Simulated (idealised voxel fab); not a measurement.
Name of the process module below: voxel released beams
Each square cell in cross-section cut measures 5 nm, and the section as a whole is 295 nm wide.
Format of a cross-section: grid, square cells. Given as bands. Order: top down. Band: one or more rows of cells. For a band, the entry starts with two heights in nm, that of the top and then that of the bottom, and carries on with the band's materials in order from left to right, each alongside its width in nm; the word "full width" beside a single material means it fills the band edge to edge, and "empty" means empty space. Ref level 0: as-received wafer is one material below here. Bottom band extends down with no lower bound ("0 down"). The width entry "30..40" should be interpreted row by row: the top row of cells in the band takes the first number, the bottom row takes the second number, and the change between adjacent rows is uniform throughout. Step marked "remained the same"? Then no cell in the cross-section changed in it. Under "Closed void entries" you'll find the enclosed gaps, the ones with no way out to the top, that are 8 cells or bigger; each reads width x height at distance, with distance counted from the left edge, everything in nm. Note: text after step settings on the step line = simulator remark on that step. The "overlay nm" setting may appear on a step's line; for a step that uses a mask, it gives how far to the right of its planned position the mask lay, and a negative value indicates the left.

The planned process steps are enumerated hereunder
1 RECEIVE, material Si
2 CONFORMAL_DEP, material Al2O3, thk nm 5
3 DIRECTIONAL_DEP, material SiO2, thk nm 15
4 DIRECTIONAL_DEP, material aC, thk nm 15
5 PATTERN, tone open, mask id ANCHOR, material resist, width nm 40, thk nm 35, overlay nm 0
6 DIRECTIONAL_ETCH, etch materials aC, depth nm 15
7 STRIP, etch materials resist
8 DIRECTIONAL_ETCH, etch materials SiO2, depth nm 15
9 STRIP, etch materials aC
10 CONFORMAL_DEP, material SiN, thk nm 15
11 DIRECTIONAL_DEP, material aC, thk nm 15
12 PATTERN, tone cover, mask id BEAM, material resist, width nm 95, thk nm 30, overlay nm 0
13 DIRECTIONAL_ETCH, etch materials aC, depth nm 15
14 STRIP, etch materials resist
15 DIRECTIONAL_ETCH, etch materials SiN, depth nm 15
16 STRIP, etch materials aC
17 STRIP, etch materials SiO2

First of two wafers - as planned

Cross-section of the wafer upon arrival, representing the state reached after step 1
- 0 down: Si full width
- Closed void entries: none

How the wafer stands in section after step 2
- 5 to 0: Al2O3 full width
- Unchanged below 0.

How the wafer stands in section after step 3
- 20 to 5: SiO2 full width
- Unchanged below 5.

How the wafer stands in section after step 4
- 35 to 20: aC full width
- Unchanged below 20.

How the wafer stands in section after step 5
- 70 to 35: resist (100)  empty (40)  resist (155)
- Unchanged below 35.

How the wafer stands in section after step 6
- 55 to 35: resist (100)  empty (40)  resist (155)
- 35 to 20: aC (100)  empty (40)  aC (155)
- Unchanged below 20.

How the wafer stands in section after step 7
- 35 to 20: aC (100)  empty (40)  aC (155)
- Unchanged below 20.

How the wafer stands in section after step 8
- 35 to 20: aC (100)  empty (40)  aC (155)
- 20 to 5: SiO2 (100)  empty (40)  SiO2 (155)
- Unchanged below 5.

How the wafer stands in section after step 9
- 20 to 5: SiO2 (100)  empty (40)  SiO2 (155)
- Unchanged below 5.

How the wafer stands in section after step 10
- 35 to 20: SiN (115)  empty (10)  SiN (170)
- 20 to 5: SiO2 (100)  SiN (40)  SiO2 (155)
- Unchanged below 5.

How the wafer stands in section after step 11
- 50 to 35: aC (115)  empty (10)  aC (170)
- 35 to 20: SiN (115)  aC (10)  SiN (170)
- Unchanged below 20.

How the wafer stands in section after step 12
- 80 to 50: empty (95)  resist (95)  empty (105)
- 50 to 35: aC (115)  resist (10)  aC (170)
- Unchanged below 35.

How the wafer stands in section after step 13
- 65 to 50: empty (95)  resist (95)  empty (105)
- 50 to 35: empty (95)  aC (20)  resist (10)  aC (65)  empty (105)
- Unchanged below 35.

How the wafer stands in section after step 14
- 50 to 35: empty (95)  aC (20)  empty (10)  aC (65)  empty (105)
- Unchanged below 35.

How the wafer stands in section after step 15
- 50 to 35: empty (95)  aC (20)  empty (10)  aC (65)  empty (105)
- 35 to 20: empty (95)  SiN (20)  aC (10)  SiN (65)  empty (105)
- Unchanged below 20.

How the wafer stands in section after step 16
- 35 to 20: empty (95)  SiN (20)  empty (10)  SiN (65)  empty (105)
- Unchanged below 20.

How the wafer stands in section after step 17
- 35 to 20: empty (95)  SiN (20)  empty (10)  SiN (65)  empty (105)
- 20 to 5: empty (100)  SiN (40)  empty (155)
- Unchanged below 5.

Second wafer: same start and same plan as the first, one execution error; identical to the first through step 11

What the second wafer looks like in cross-section when step 12 should have wrapped up
- 80 to 50: empty (85)  resist (95)  empty (115)
- 50 to 35: aC (115)  resist (10)  aC (170)
- Unchanged below 35.

What the second wafer looks like in cross-section when step 13 should have wrapped up
- 65 to 50: empty (85)  resist (95)  empty (115)
- 50 to 35: empty (85)  aC (30)  resist (10)  aC (55)  empty (115)
- Unchanged below 35.

What the second wafer looks like in cross-section when step 14 should have wrapped up
- 50 to 35: empty (85)  aC (30)  empty (10)  aC (55)  empty (115)
- Unchanged below 35.

What the second wafer looks like in cross-section when step 15 should have wrapped up
- 50 to 35: empty (85)  aC (30)  empty (10)  aC (55)  empty (115)
- 35 to 20: empty (85)  SiN (30)  aC (10)  SiN (55)  empty (115)
- Unchanged below 20.

What the second wafer looks like in cross-section when step 16 should have wrapped up
- 35 to 20: empty (85)  SiN (30)  empty (10)  SiN (55)  empty (115)
- Unchanged below 20.

What the second wafer looks like in cross-section when step 17 should have wrapped up
- 35 to 20: empty (85)  SiN (30)  empty (10)  SiN (55)  empty (115)
- 20 to 5: empty (100)  SiN (40)  empty (155)
- Unchanged below 5.
Diagnosis: step 12 did not use the planned setting and instead ran as PATTERN, tone cover, mask id BEAM, material resist, width nm 95, thk nm 30, overlay nm -10
At the close, every material occupies the same number of cells on the second wafer as on the first, only in different positions.
